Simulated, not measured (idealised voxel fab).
process module | voxel capacitor over wiring
cross-section cut | 140 nm wide | cells 5 nm
A cross-section is a grid of square cells, given in bands from the top down. A band is one or more rows of cells.
Each band's line starts with the height of the band's top and of its bottom, in nm. Then come its materials from left to right, each with its width in nm. One material with "throughout" fills the band from edge to edge. "air" is empty space.
Height 0 is the level under which the wafer as received is all one material. The lowest band goes on downwards, as in "0 down".
A width such as "30 to 40" changes by the same amount from each row of cells to the next, from the band's top row to its bottom row.
"no change" after a step means that no cell of the cross-section changed.
closed voids: empty space of 8 cells or more with no open way to the top, each as width x height at its distance from the left edge, in nm
after a step's settings: what the simulator itself notes on the step
overlay nm, on a step with a mask: how far to the right of its planned place the mask lay; to the left if negative
plan
1 op RECEIVE | material Si
2 op CONFORMAL_DEP | material SiO2 | thk nm 10
3 op DIRECTIONAL_DEP | material TiN | thk nm 5
4 op DIRECTIONAL_DEP | material Ru | thk nm 15
5 op MASKED_ETCH | tone cover | mask id METAL_1 | width nm 20 | pitch nm 80 | etch materials Ru | depth nm 15 | overlay nm 0
6 op MASKED_ETCH | tone cover | mask id METAL_1 | width nm 20 | pitch nm 80 | etch materials TiN | depth nm 5 | overlay nm 0
7 op CONFORMAL_DEP | material SiCN | thk nm 5
8 op FILL_DEP | material SiO2 | thk nm 10
9 op CMP | height nm 30
10 op CONFORMAL_DEP | material SiCN | thk nm 5
11 op DIRECTIONAL_DEP | material lowk | thk nm 15
12 op MASKED_ETCH | tone open | mask id PLUG_1 | width nm 15 | etch materials lowk | depth nm 15 | overlay nm 0
13 op MASKED_ETCH | tone open | mask id PLUG_1 | width nm 15 | etch materials SiCN | depth nm 5 | overlay nm 0
14 op EPI | material Ru | thk nm 10
15 op EPI | material Ru | thk nm 10
16 op DIRECTIONAL_DEP | material TiN | thk nm 10
17 op DIRECTIONAL_DEP | material SiN | thk nm 5
18 op DIRECTIONAL_DEP | material TiN | thk nm 5
19 op PATTERN | tone cover | mask id UPPER_PLATE | material resist | width nm 65 | thk nm 15 | overlay nm 0
20 op DIRECTIONAL_ETCH | etch materials TiN | depth nm 5
21 op DIRECTIONAL_ETCH | etch materials SiN | depth nm 5
22 op STRIP | etch materials resist
23 op DIRECTIONAL_DEP | material aC | thk nm 15
24 op PATTERN | tone cover | mask id LOWER_PLATE | material resist | width nm 75 | thk nm 30 | overlay nm 0
25 op DIRECTIONAL_ETCH | etch materials aC | depth nm 15
26 op STRIP | etch materials resist
27 op DIRECTIONAL_ETCH | etch materials TiN | depth nm 10
28 op STRIP | etch materials aC
29 op FILL_DEP | material SiO2 | thk nm 15
30 op CMP | height nm 80
31 op PATTERN | tone open | mask id PLUG_2 | material resist | width nm 15 | thk nm 15 | overlay nm 0
32 op DIRECTIONAL_ETCH | etch materials SiO2 | depth nm 10
33 op STRIP | etch materials resist
34 op CONFORMAL_DEP | material TiN | thk nm 5
35 op FILL_DEP | material W | thk nm 5
36 op CMP | height nm 80
37 op CONFORMAL_DEP | material SiN | thk nm 5
as received, after step 1
  0 down: Si throughout
  closed voids: none
a wafer at the end: this start, this plan, one mistake
  85 to 80: SiN throughout
  80 to 75: SiO2 35 | TiN 5 | W 5 | TiN 5 | SiO2 90
  75 to 70: SiO2 35 | TiN 15 | SiO2 90
  70 to 65: SiO2 25 | SiN 65 | SiO2 50
  65 to 55: SiO2 20 | TiN 75 | SiO2 45
  55 to 50: TiN throughout
  50 to 35: lowk 25 | Ru 15 | lowk 100
  35 to 30: SiCN 25 | Ru 15 | SiCN 100
  30 to 15: SiO2 15 | SiCN 5 | Ru 20 | SiCN 5 | SiO2 50 | SiCN 5 | Ru 20 | SiCN 5 | SiO2 15
  15 to 10: SiCN 20 | TiN 20 | SiCN 60 | TiN 20 | SiCN 20
  10 to 0: SiO2 throughout
  0 down: Si throughout
  closed voids: none
what went wrong: steps 17 and 18 were swapped
